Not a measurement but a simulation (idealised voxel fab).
The following is a process module called voxel fin reveal.
Square cells of 5 nm make up the cross-section cut, whose width is 250 nm.
Cross-section = grid of square cells, listed top down in bands; band = one or more rows.
The band entry comprises the height of the band's top followed by the height of its bottom, expressed in nm, and subsequently the band's materials from left to right, each stated together with its width in nm. Where a single material is marked with the word "everywhere", that material fills the band from edge to edge. The word "blank" represents empty space.
Zero point of the height axis is 0; under it, received wafer = one material. Lowest band: continues down indefinitely, "0 and below".
Note: "30->40" means the width goes from the first number (top row of the band) to the second number (bottom row) in equal steps per row of cells.
What does "changes: none" mean for a step? It means no cell of the cross-section changed in that step.
Reported under the label "Fully sealed cavities" are the empty spaces having no open way to the top and comprising 8 cells or more; the notation for each is width x height at distance, in which the distance is measured from the left edge and all three values are in nm.
Anything after a step's settings on that line? It's the simulator's own note about the step.
"overlay nm" denotes, for a step that has a mask, the displacement of the mask to the right of its planned place, with negative values corresponding to the left.

**Set out below are the planned steps of the process**
1,RECEIVE [material Si]
2,CONFORMAL_DEP [material SiN] [thk nm 5]
3,DIRECTIONAL_DEP [material aC] [thk nm 15]
4,PATTERN [tone cover] [mask id FINS] [material resist] [width nm 15] [pitch nm 35] [thk nm 35] [overlay nm 0]
5,DIRECTIONAL_ETCH [etch materials aC] [depth nm 15]
6,STRIP [etch materials resist]
7,DIRECTIONAL_ETCH [etch materials SiN] [depth nm 5]
8,DIRECTIONAL_ETCH [etch materials Si] [depth nm 30]
9,STRIP [etch materials aC]
10,OXIDIZE [depth nm 5]
11,FILL_DEP [material SiO2] [thk nm 15]
12,CMP [height nm 5]
13,SELECTIVE_ETCH [etch materials SiO2] [depth nm 15]
14,STRIP [etch materials SiN]

**First of two wafers, with the run carried out as planned**

**Cross-section: wafer on arrival = after step 1**
0 and below: Si everywhere
Fully sealed cavities: none

**Cross-section through the wafer, step 2 finished**
5 down to 0: SiN everywhere
Below 0, no change.

**Cross-section through the wafer, step 3 finished**
20 down to 5: aC everywhere
Below 5, no change.

**Cross-section through the wafer, step 4 finished**
55 down to 20: blank=65  resist=15  blank=20  resist=15  blank=20  resist=15  blank=20  resist=15  blank=65
Below 20, no change.

**Cross-section through the wafer, step 5 finished**
40 down to 20: blank=65  resist=15  blank=20  resist=15  blank=20  resist=15  blank=20  resist=15  blank=65
20 down to 5: blank=65  aC=15  blank=20  aC=15  blank=20  aC=15  blank=20  aC=15  blank=65
Below 5, no change.

**Cross-section through the wafer, step 6 finished**
20 down to 5: blank=65  aC=15  blank=20  aC=15  blank=20  aC=15  blank=20  aC=15  blank=65
Below 5, no change.

**Cross-section through the wafer, step 7 finished**
20 down to 5: blank=65  aC=15  blank=20  aC=15  blank=20  aC=15  blank=20  aC=15  blank=65
5 down to 0: blank=65  SiN=15  blank=20  SiN=15  blank=20  SiN=15  blank=20  SiN=15  blank=65
Below 0, no change.

**Cross-section through the wafer, step 8 finished**
20 down to 5: blank=65  aC=15  blank=20  aC=15  blank=20  aC=15  blank=20  aC=15  blank=65
5 down to 0: blank=65  SiN=15  blank=20  SiN=15  blank=20  SiN=15  blank=20  SiN=15  blank=65
0 down to -30: blank=65  Si=15  blank=20  Si=15  blank=20  Si=15  blank=20  Si=15  blank=65
Below -30, no change.

**Cross-section through the wafer, step 9 finished**
5 down to 0: blank=65  SiN=15  blank=20  SiN=15  blank=20  SiN=15  blank=20  SiN=15  blank=65
Below 0, no change.

**Cross-section through the wafer, step 10 finished**
5 down to 0: blank=65  SiN=15  blank=20  SiN=15  blank=20  SiN=15  blank=20  SiN=15  blank=65
0 down to -30: blank=65  SiO2=5  Si=5  SiO2=5  blank=20  SiO2=5  Si=5  SiO2=5  blank=20  SiO2=5  Si=5  SiO2=5  blank=20  SiO2=5  Si=5  SiO2=5  blank=65
-30 down to -35: SiO2=70  Si=5  SiO2=30  Si=5  SiO2=30  Si=5  SiO2=30  Si=5  SiO2=70
Below -35, no change.

**Cross-section through the wafer, step 11 finished**
20 down to 5: SiO2 everywhere
5 down to 0: SiO2=65  SiN=15  SiO2=20  SiN=15  SiO2=20  SiN=15  SiO2=20  SiN=15  SiO2=65
0 down to -35: SiO2=70  Si=5  SiO2=30  Si=5  SiO2=30  Si=5  SiO2=30  Si=5  SiO2=70
Below -35, no change.

**Cross-section through the wafer, step 12 finished**
5 down to 0: SiO2=65  SiN=15  SiO2=20  SiN=15  SiO2=20  SiN=15  SiO2=20  SiN=15  SiO2=65
Below 0, no change.

**Cross-section through the wafer, step 13 finished**
5 down to 0: blank=65  SiN=15  blank=20  SiN=15  blank=20  SiN=15  blank=20  SiN=15  blank=65
0 down to -10: blank=70  Si=5  blank=30  Si=5  blank=30  Si=5  blank=30  Si=5  blank=70
Below -10, no change.

**Cross-section through the wafer, step 14 finished**
0 down to -10: blank=70  Si=5  blank=30  Si=5  blank=30  Si=5  blank=30  Si=5  blank=70
Below -10, no change.

**It is to be noted that the second wafer proceeded from the same initial state and according to the same plan as the first, although one mistake was committed in its execution; through step 5, inclusive, the two wafers share an identical history**

Second wafer at the planned finish of step 6, seen in cross-section: changes: none

**Second wafer at the planned finish of step 7, seen in cross-section**
40 down to 20: blank=65  resist=15  blank=20  resist=15  blank=20  resist=15  blank=20  resist=15  blank=65
20 down to 5: blank=65  aC=15  blank=20  aC=15  blank=20  aC=15  blank=20  aC=15  blank=65
5 down to 0: blank=65  SiN=15  blank=20  SiN=15  blank=20  SiN=15  blank=20  SiN=15  blank=65
Below 0, no change.

**Second wafer at the planned finish of step 8, seen in cross-section**
40 down to 20: blank=65  resist=15  blank=20  resist=15  blank=20  resist=15  blank=20  resist=15  blank=65
20 down to 5: blank=65  aC=15  blank=20  aC=15  blank=20  aC=15  blank=20  aC=15  blank=65
5 down to 0: blank=65  SiN=15  blank=20  SiN=15  blank=20  SiN=15  blank=20  SiN=15  blank=65
0 down to -30: blank=65  Si=15  blank=20  Si=15  blank=20  Si=15  blank=20  Si=15  blank=65
Below -30, no change.

**Second wafer at the planned finish of step 9, seen in cross-section**
5 down to 0: blank=65  SiN=15  blank=20  SiN=15  blank=20  SiN=15  blank=20  SiN=15  blank=65
Below 0, no change.

**Second wafer at the planned finish of step 10, seen in cross-section**
5 down to 0: blank=65  SiN=15  blank=20  SiN=15  blank=20  SiN=15  blank=20  SiN=15  blank=65
0 down to -30: blank=65  SiO2=5  Si=5  SiO2=5  blank=20  SiO2=5  Si=5  SiO2=5  blank=20  SiO2=5  Si=5  SiO2=5  blank=20  SiO2=5  Si=5  SiO2=5  blank=65
-30 down to -35: SiO2=70  Si=5  SiO2=30  Si=5  SiO2=30  Si=5  SiO2=30  Si=5  SiO2=70
Below -35, no change.

**Second wafer at the planned finish of step 11, seen in cross-section**
20 down to 5: SiO2 everywhere
5 down to 0: SiO2=65  SiN=15  SiO2=20  SiN=15  SiO2=20  SiN=15  SiO2=20  SiN=15  SiO2=65
0 down to -35: SiO2=70  Si=5  SiO2=30  Si=5  SiO2=30  Si=5  SiO2=30  Si=5  SiO2=70
Below -35, no change.

**Second wafer at the planned finish of step 12, seen in cross-section**
5 down to 0: SiO2=65  SiN=15  SiO2=20  SiN=15  SiO2=20  SiN=15  SiO2=20  SiN=15  SiO2=65
Below 0, no change.

**Second wafer at the planned finish of step 13, seen in cross-section**
5 down to 0: blank=65  SiN=15  blank=20  SiN=15  blank=20  SiN=15  blank=20  SiN=15  blank=65
0 down to -10: blank=70  Si=5  blank=30  Si=5  blank=30  Si=5  blank=30  Si=5  blank=70
Below -10, no change.

**Second wafer at the planned finish of step 14, seen in cross-section**
0 down to -10: blank=70  Si=5  blank=30  Si=5  blank=30  Si=5  blank=30  Si=5  blank=70
Below -10, no change.
In executing the process, a mistake was made relative to the plan: plan step 6 skipped
Final cross-sections of the two wafers are identical, so the mistake has no effect on what this model computes.
